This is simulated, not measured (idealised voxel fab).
The following is a process module called voxel capacitor over wiring.
For reference, the cross-section in this document is cut, with width 270 nm and square cells of 5 nm.
Square cells in a grid make up a cross-section in this document, and the grid is given as bands, listed from the top down, each one or more rows of cells.
The entry gives the band's vertical extent as a top height and a bottom height in nm, then its horizontal make-up as materials from left to right, each with a width in nm. "air" stands for empty space; a single material marked "full width" fills the band edge to edge.
Ref level 0: as-received wafer is one material below here. Bottom band extends down with no lower bound ("0 down").
Top row gets the first number, bottom row gets the second, and each row in between changes by the same step: that is how a band width like "30 to 40" works.
Key: "changes: none" - step with no changed cell in the cross-section.
The list in "Sealed void listing" covers empty spaces of 8 cells or more that cannot reach the top through any open way, and it gives each as width x height at distance; the distance is from the left edge, and width, height and distance are in nm.
If you see something after the settings on a step's line, that's the simulator's own remark about that step.
The setting "overlay nm" may be written on the line of a step. When the step uses a mask, the value reports how far to the right of the planned place the mask lay, and a negative value reports that it lay to the left.

plan
1,RECEIVE [material Si]
2,CONFORMAL_DEP [material SiO2] [thk nm 15]
3,CONFORMAL_DEP [material SiCN] [thk nm 5]
4,DIRECTIONAL_DEP [material lowk] [thk nm 15]
5,PATTERN [tone open] [mask id METAL_1] [material resist] [width nm 25] [pitch nm 95] [thk nm 15] [overlay nm 0]
6,DIRECTIONAL_ETCH [etch materials lowk] [depth nm 15]
7,DIRECTIONAL_ETCH [etch materials SiCN] [depth nm 5]
8,STRIP [etch materials resist]
9,CONFORMAL_DEP [material TiN] [thk nm 5]
10,FILL_DEP [material W] [thk nm 10]
11,CMP [height nm 35]
12,EPI [material Ru] [thk nm 5]
13,FILL_DEP [material SiCN] [thk nm 5]
14,DIRECTIONAL_DEP [material SiO2] [thk nm 15]
15,MASKED_ETCH [tone open] [mask id PLUG_1] [width nm 15] [etch materials SiO2] [depth nm 15] [overlay nm 0]
16,MASKED_ETCH [tone open] [mask id PLUG_1] [width nm 15] [etch materials SiCN] [depth nm 5] [overlay nm 0]
17,EPI [material Ru] [thk nm 10]
18,EPI [material Ru] [thk nm 10]
19,DIRECTIONAL_DEP [material TiN] [thk nm 5]
20,DIRECTIONAL_DEP [material SiN] [thk nm 5]
21,DIRECTIONAL_DEP [material TiN] [thk nm 10]
22,MASKED_ETCH [tone cover] [mask id UPPER_PLATE] [width nm 75] [etch materials TiN] [depth nm 10] [overlay nm 0]
23,MASKED_ETCH [tone cover] [mask id UPPER_PLATE] [width nm 75] [etch materials SiN] [depth nm 5] [overlay nm 0]
24,DIRECTIONAL_DEP [material aC] [thk nm 10]
25,PATTERN [tone cover] [mask id LOWER_PLATE] [material resist] [width nm 85] [thk nm 25] [overlay nm 0]
26,DIRECTIONAL_ETCH [etch materials aC] [depth nm 10]
27,STRIP [etch materials resist]
28,DIRECTIONAL_ETCH [etch materials TiN] [depth nm 5]
29,STRIP [etch materials aC]
30,FILL_DEP [material SiO2] [thk nm 20]
31,CMP [height nm 95]
32,PATTERN [tone open] [mask id PLUG_2] [material resist] [width nm 15] [thk nm 20] [overlay nm 0]
33,DIRECTIONAL_ETCH [etch materials SiO2] [depth nm 15]
34,STRIP [etch materials resist]
35,CONFORMAL_DEP [material TiN] [thk nm 5]
36,FILL_DEP [material W] [thk nm 10]
37,CMP [height nm 95]
38,CONFORMAL_DEP [material SiCN] [thk nm 5]

First of two wafers: run as planned

The cross-section here shows the wafer as received, i.e. in its state after step 1
    0 down | Si full width
    Sealed void listing: none

So this is the wafer cross-section right after step 2
    15 to 0 | SiO2 full width
    Whatever lies below 0 is exactly as it was before.

So this is the wafer cross-section right after step 3
    20 to 15 | SiCN full width
    Whatever lies below 15 is exactly as it was before.

So this is the wafer cross-section right after step 4
    35 to 20 | lowk full width
    Whatever lies below 20 is exactly as it was before.

So this is the wafer cross-section right after step 5
    50 to 35 | resist: 75, air: 25, resist: 70, air: 25, resist: 75
    Whatever lies below 35 is exactly as it was before.

So this is the wafer cross-section right after step 6
    50 to 35 | resist: 75, air: 25, resist: 70, air: 25, resist: 75
    35 to 20 | lowk: 75, air: 25, lowk: 70, air: 25, lowk: 75
    Whatever lies below 20 is exactly as it was before.

So this is the wafer cross-section right after step 7
    50 to 35 | resist: 75, air: 25, resist: 70, air: 25, resist: 75
    35 to 20 | lowk: 75, air: 25, lowk: 70, air: 25, lowk: 75
    20 to 15 | SiCN: 75, air: 25, SiCN: 70, air: 25, SiCN: 75
    Whatever lies below 15 is exactly as it was before.

So this is the wafer cross-section right after step 8
    35 to 20 | lowk: 75, air: 25, lowk: 70, air: 25, lowk: 75
    Whatever lies below 20 is exactly as it was before.

So this is the wafer cross-section right after step 9
    40 to 35 | TiN: 80, air: 15, TiN: 80, air: 15, TiN: 80
    35 to 20 | lowk: 75, TiN: 5, air: 15, TiN: 5, lowk: 70, TiN: 5, air: 15, TiN: 5, lowk: 75
    20 to 15 | SiCN: 75, TiN: 25, SiCN: 70, TiN: 25, SiCN: 75
    Whatever lies below 15 is exactly as it was before.

So this is the wafer cross-section right after step 10
    50 to 40 | W full width
    40 to 35 | TiN: 80, W: 15, TiN: 80, W: 15, TiN: 80
    35 to 20 | lowk: 75, TiN: 5, W: 15, TiN: 5, lowk: 70, TiN: 5, W: 15, TiN: 5, lowk: 75
    Whatever lies below 20 is exactly as it was before.

So this is the wafer cross-section right after step 11
    35 to 20 | lowk: 75, TiN: 5, W: 15, TiN: 5, lowk: 70, TiN: 5, W: 15, TiN: 5, lowk: 75
    Whatever lies below 20 is exactly as it was before.

So this is the wafer cross-section right after step 12
    40 to 35 | air: 70, Ru: 35, air: 60, Ru: 35, air: 70
    Whatever lies below 35 is exactly as it was before.

So this is the wafer cross-section right after step 13
    45 to 40 | SiCN full width
    40 to 35 | SiCN: 70, Ru: 35, SiCN: 60, Ru: 35, SiCN: 70
    Whatever lies below 35 is exactly as it was before.

So this is the wafer cross-section right after step 14
    60 to 45 | SiO2 full width
    Whatever lies below 45 is exactly as it was before.

So this is the wafer cross-section right after step 15
    60 to 45 | SiO2: 85, air: 15, SiO2: 170
    Whatever lies below 45 is exactly as it was before.

So this is the wafer cross-section right after step 16
    60 to 45 | SiO2: 85, air: 15, SiO2: 170
    45 to 40 | SiCN: 85, air: 15, SiCN: 170
    Whatever lies below 40 is exactly as it was before.

So this is the wafer cross-section right after step 17
    60 to 50 | SiO2: 85, air: 15, SiO2: 170
    50 to 45 | SiO2: 85, Ru: 15, SiO2: 170
    45 to 40 | SiCN: 85, Ru: 15, SiCN: 170
    Whatever lies below 40 is exactly as it was before.

So this is the wafer cross-section right after step 18
    60 to 45 | SiO2: 85, Ru: 15, SiO2: 170
    Whatever lies below 45 is exactly as it was before.

So this is the wafer cross-section right after step 19
    65 to 60 | TiN full width
    Whatever lies below 60 is exactly as it was before.

So this is the wafer cross-section right after step 20
    70 to 65 | SiN full width
    Whatever lies below 65 is exactly as it was before.

So this is the wafer cross-section right after step 21
    80 to 70 | TiN full width
    Whatever lies below 70 is exactly as it was before.

So this is the wafer cross-section right after step 22
    80 to 70 | air: 85, TiN: 75, air: 110
    Whatever lies below 70 is exactly as it was before.

So this is the wafer cross-section right after step 23
    80 to 70 | air: 85, TiN: 75, air: 110
    70 to 65 | air: 85, SiN: 75, air: 110
    Whatever lies below 65 is exactly as it was before.

So this is the wafer cross-section right after step 24
    90 to 80 | air: 85, aC: 75, air: 110
    80 to 75 | air: 85, TiN: 75, air: 110
    75 to 70 | aC: 85, TiN: 75, aC: 110
    70 to 65 | aC: 85, SiN: 75, aC: 110
    Whatever lies below 65 is exactly as it was before.

So this is the wafer cross-section right after step 25
    115 to 90 | air: 80, resist: 85, air: 105
    90 to 80 | air: 80, resist: 5, aC: 75, resist: 5, air: 105
    80 to 75 | air: 80, resist: 5, TiN: 75, resist: 5, air: 105
    Whatever lies below 75 is exactly as it was before.

So this is the wafer cross-section right after step 26
    105 to 90 | air: 80, resist: 85, air: 105
    90 to 80 | air: 80, resist: 5, aC: 75, resist: 5, air: 105
    80 to 75 | air: 80, resist: 5, TiN: 75, resist: 5, air: 105
    75 to 70 | air: 80, aC: 5, TiN: 75, aC: 5, air: 105
    70 to 65 | air: 80, aC: 5, SiN: 75, aC: 5, air: 105
    Whatever lies below 65 is exactly as it was before.

So this is the wafer cross-section right after step 27
    90 to 80 | air: 85, aC: 75, air: 110
    80 to 75 | air: 85, TiN: 75, air: 110
    Whatever lies below 75 is exactly as it was before.

So this is the wafer cross-section right after step 28
    90 to 80 | air: 85, aC: 75, air: 110
    80 to 75 | air: 85, TiN: 75, air: 110
    75 to 70 | air: 80, aC: 5, TiN: 75, aC: 5, air: 105
    70 to 65 | air: 80, aC: 5, SiN: 75, aC: 5, air: 105
    65 to 60 | air: 80, TiN: 85, air: 105
    Whatever lies below 60 is exactly as it was before.

So this is the wafer cross-section right after step 29
    80 to 70 | air: 85, TiN: 75, air: 110
    70 to 65 | air: 85, SiN: 75, air: 110
    Whatever lies below 65 is exactly as it was before.

So this is the wafer cross-section right after step 30
    100 to 80 | SiO2 full width
    80 to 70 | SiO2: 85, TiN: 75, SiO2: 110
    70 to 65 | SiO2: 85, SiN: 75, SiO2: 110
    65 to 60 | SiO2: 80, TiN: 85, SiO2: 105
    Whatever lies below 60 is exactly as it was before.

So this is the wafer cross-section right after step 31
    95 to 80 | SiO2 full width
    Whatever lies below 80 is exactly as it was before.

So this is the wafer cross-section right after step 32
    115 to 95 | resist: 95, air: 15, resist: 160
    Whatever lies below 95 is exactly as it was before.

So this is the wafer cross-section right after step 33
    115 to 95 | resist: 95, air: 15, resist: 160
    95 to 80 | SiO2: 95, air: 15, SiO2: 160
    Whatever lies below 80 is exactly as it was before.

So this is the wafer cross-section right after step 34
    95 to 80 | SiO2: 95, air: 15, SiO2: 160
    Whatever lies below 80 is exactly as it was before.

So this is the wafer cross-section right after step 35
    100 to 95 | TiN: 100, air: 5, TiN: 165
    95 to 85 | SiO2: 95, TiN: 5, air: 5, TiN: 5, SiO2: 160
    85 to 80 | SiO2: 95, TiN: 15, SiO2: 160
    Whatever lies below 80 is exactly as it was before.

So this is the wafer cross-section right after step 36
    110 to 100 | W full width
    100 to 95 | TiN: 100, W: 5, TiN: 165
    95 to 85 | SiO2: 95, TiN: 5, W: 5, TiN: 5, SiO2: 160
    Whatever lies below 85 is exactly as it was before.

So this is the wafer cross-section right after step 37
    95 to 85 | SiO2: 95, TiN: 5, W: 5, TiN: 5, SiO2: 160
    Whatever lies below 85 is exactly as it was before.

So this is the wafer cross-section right after step 38
    100 to 95 | SiCN full width
    Whatever lies below 95 is exactly as it was before.

Now the other wafer: same start, same recipe, but we messed up one thing when running it. Up to and including step 1 it's the same as the first one

Second wafer, sectioned view, at step 2's planned end time
    5 to 0 | SiCN full width
    Whatever lies below 0 is exactly as it was before.

Second wafer, sectioned view, at step 3's planned end time
    20 to 5 | SiO2 full width
    Whatever lies below 5 is exactly as it was before.

Second wafer, sectioned view, at step 4's planned end time
    35 to 20 | lowk full width
    Whatever lies below 20 is exactly as it was before.

Second wafer, sectioned view, at step 5's planned end time
    50 to 35 | resist: 75, air: 25, resist: 70, air: 25, resist: 75
    Whatever lies below 35 is exactly as it was before.

Second wafer, sectioned view, at step 6's planned end time
    50 to 35 | resist: 75, air: 25, resist: 70, air: 25, resist: 75
    35 to 20 | lowk: 75, air: 25, lowk: 70, air: 25, lowk: 75
    Whatever lies below 20 is exactly as it was before.

Second wafer, sectioned view, at step 7's planned end time: changes: none

Second wafer, sectioned view, at step 8's planned end time
    35 to 20 | lowk: 75, air: 25, lowk: 70, air: 25, lowk: 75
    Whatever lies below 20 is exactly as it was before.

Second wafer, sectioned view, at step 9's planned end time
    40 to 35 | TiN: 80, air: 15, TiN: 80, air: 15, TiN: 80
    35 to 25 | lowk: 75, TiN: 5, air: 15, TiN: 5, lowk: 70, TiN: 5, air: 15, TiN: 5, lowk: 75
    25 to 20 | lowk: 75, TiN: 25, lowk: 70, TiN: 25, lowk: 75
    Whatever lies below 20 is exactly as it was before.

Second wafer, sectioned view, at step 10's planned end time
    50 to 40 | W full width
    40 to 35 | TiN: 80, W: 15, TiN: 80, W: 15, TiN: 80
    35 to 25 | lowk: 75, TiN: 5, W: 15, TiN: 5, lowk: 70, TiN: 5, W: 15, TiN: 5, lowk: 75
    Whatever lies below 25 is exactly as it was before.

Second wafer, sectioned view, at step 11's planned end time
    35 to 25 | lowk: 75, TiN: 5, W: 15, TiN: 5, lowk: 70, TiN: 5, W: 15, TiN: 5, lowk: 75
    Whatever lies below 25 is exactly as it was before.

Second wafer, sectioned view, at step 12's planned end time
    40 to 35 | air: 70, Ru: 35, air: 60, Ru: 35, air: 70
    Whatever lies below 35 is exactly as it was before.

Second wafer, sectioned view, at step 13's planned end time
    45 to 40 | SiCN full width
    40 to 35 | SiCN: 70, Ru: 35, SiCN: 60, Ru: 35, SiCN: 70
    Whatever lies below 35 is exactly as it was before.

Second wafer, sectioned view, at step 14's planned end time
    60 to 45 | SiO2 full width
    Whatever lies below 45 is exactly as it was before.

Second wafer, sectioned view, at step 15's planned end time
    60 to 45 | SiO2: 85, air: 15, SiO2: 170
    Whatever lies below 45 is exactly as it was before.

Second wafer, sectioned view, at step 16's planned end time
    60 to 45 | SiO2: 85, air: 15, SiO2: 170
    45 to 40 | SiCN: 85, air: 15, SiCN: 170
    Whatever lies below 40 is exactly as it was before.

Second wafer, sectioned view, at step 17's planned end time
    60 to 50 | SiO2: 85, air: 15, SiO2: 170
    50 to 45 | SiO2: 85, Ru: 15, SiO2: 170
    45 to 40 | SiCN: 85, Ru: 15, SiCN: 170
    Whatever lies below 40 is exactly as it was before.

Second wafer, sectioned view, at step 18's planned end time
    60 to 45 | SiO2: 85, Ru: 15, SiO2: 170
    Whatever lies below 45 is exactly as it was before.

Second wafer, sectioned view, at step 19's planned end time
    65 to 60 | TiN full width
    Whatever lies below 60 is exactly as it was before.

Second wafer, sectioned view, at step 20's planned end time
    70 to 65 | SiN full width
    Whatever lies below 65 is exactly as it was before.

Second wafer, sectioned view, at step 21's planned end time
    80 to 70 | TiN full width
    Whatever lies below 70 is exactly as it was before.

Second wafer, sectioned view, at step 22's planned end time
    80 to 70 | air: 85, TiN: 75, air: 110
    Whatever lies below 70 is exactly as it was before.

Second wafer, sectioned view, at step 23's planned end time
    80 to 70 | air: 85, TiN: 75, air: 110
    70 to 65 | air: 85, SiN: 75, air: 110
    Whatever lies below 65 is exactly as it was before.

Second wafer, sectioned view, at step 24's planned end time
    90 to 80 | air: 85, aC: 75, air: 110
    80 to 75 | air: 85, TiN: 75, air: 110
    75 to 70 | aC: 85, TiN: 75, aC: 110
    70 to 65 | aC: 85, SiN: 75, aC: 110
    Whatever lies below 65 is exactly as it was before.

Second wafer, sectioned view, at step 25's planned end time
    115 to 90 | air: 80, resist: 85, air: 105
    90 to 80 | air: 80, resist: 5, aC: 75, resist: 5, air: 105
    80 to 75 | air: 80, resist: 5, TiN: 75, resist: 5, air: 105
    Whatever lies below 75 is exactly as it was before.

Second wafer, sectioned view, at step 26's planned end time
    105 to 90 | air: 80, resist: 85, air: 105
    90 to 80 | air: 80, resist: 5, aC: 75, resist: 5, air: 105
    80 to 75 | air: 80, resist: 5, TiN: 75, resist: 5, air: 105
    75 to 70 | air: 80, aC: 5, TiN: 75, aC: 5, air: 105
    70 to 65 | air: 80, aC: 5, SiN: 75, aC: 5, air: 105
    Whatever lies below 65 is exactly as it was before.

Second wafer, sectioned view, at step 27's planned end time
    90 to 80 | air: 85, aC: 75, air: 110
    80 to 75 | air: 85, TiN: 75, air: 110
    Whatever lies below 75 is exactly as it was before.

Second wafer, sectioned view, at step 28's planned end time
    90 to 80 | air: 85, aC: 75, air: 110
    80 to 75 | air: 85, TiN: 75, air: 110
    75 to 70 | air: 80, aC: 5, TiN: 75, aC: 5, air: 105
    70 to 65 | air: 80, aC: 5, SiN: 75, aC: 5, air: 105
    65 to 60 | air: 80, TiN: 85, air: 105
    Whatever lies below 60 is exactly as it was before.

Second wafer, sectioned view, at step 29's planned end time
    80 to 70 | air: 85, TiN: 75, air: 110
    70 to 65 | air: 85, SiN: 75, air: 110
    Whatever lies below 65 is exactly as it was before.

Second wafer, sectioned view, at step 30's planned end time
    100 to 80 | SiO2 full width
    80 to 70 | SiO2: 85, TiN: 75, SiO2: 110
    70 to 65 | SiO2: 85, SiN: 75, SiO2: 110
    65 to 60 | SiO2: 80, TiN: 85, SiO2: 105
    Whatever lies below 60 is exactly as it was before.

Second wafer, sectioned view, at step 31's planned end time
    95 to 80 | SiO2 full width
    Whatever lies below 80 is exactly as it was before.

Second wafer, sectioned view, at step 32's planned end time
    115 to 95 | resist: 95, air: 15, resist: 160
    Whatever lies below 95 is exactly as it was before.

Second wafer, sectioned view, at step 33's planned end time
    115 to 95 | resist: 95, air: 15, resist: 160
    95 to 80 | SiO2: 95, air: 15, SiO2: 160
    Whatever lies below 80 is exactly as it was before.

Second wafer, sectioned view, at step 34's planned end time
    95 to 80 | SiO2: 95, air: 15, SiO2: 160
    Whatever lies below 80 is exactly as it was before.

Second wafer, sectioned view, at step 35's planned end time
    100 to 95 | TiN: 100, air: 5, TiN: 165
    95 to 85 | SiO2: 95, TiN: 5, air: 5, TiN: 5, SiO2: 160
    85 to 80 | SiO2: 95, TiN: 15, SiO2: 160
    Whatever lies below 80 is exactly as it was before.

Second wafer, sectioned view, at step 36's planned end time
    110 to 100 | W full width
    100 to 95 | TiN: 100, W: 5, TiN: 165
    95 to 85 | SiO2: 95, TiN: 5, W: 5, TiN: 5, SiO2: 160
    Whatever lies below 85 is exactly as it was before.

Second wafer, sectioned view, at step 37's planned end time
    95 to 85 | SiO2: 95, TiN: 5, W: 5, TiN: 5, SiO2: 160
    Whatever lies below 85 is exactly as it was before.

Second wafer, sectioned view, at step 38's planned end time
    100 to 95 | SiCN full width
    Whatever lies below 95 is exactly as it was before.
Here's what went sideways: contrary to the plan, steps 2 and 3 were processed in exchanged order
Final wafer comparison in cells, second versus first, more or fewer per material: SiCN: 10 more; TiN: 4 fewer; W: 6 fewer
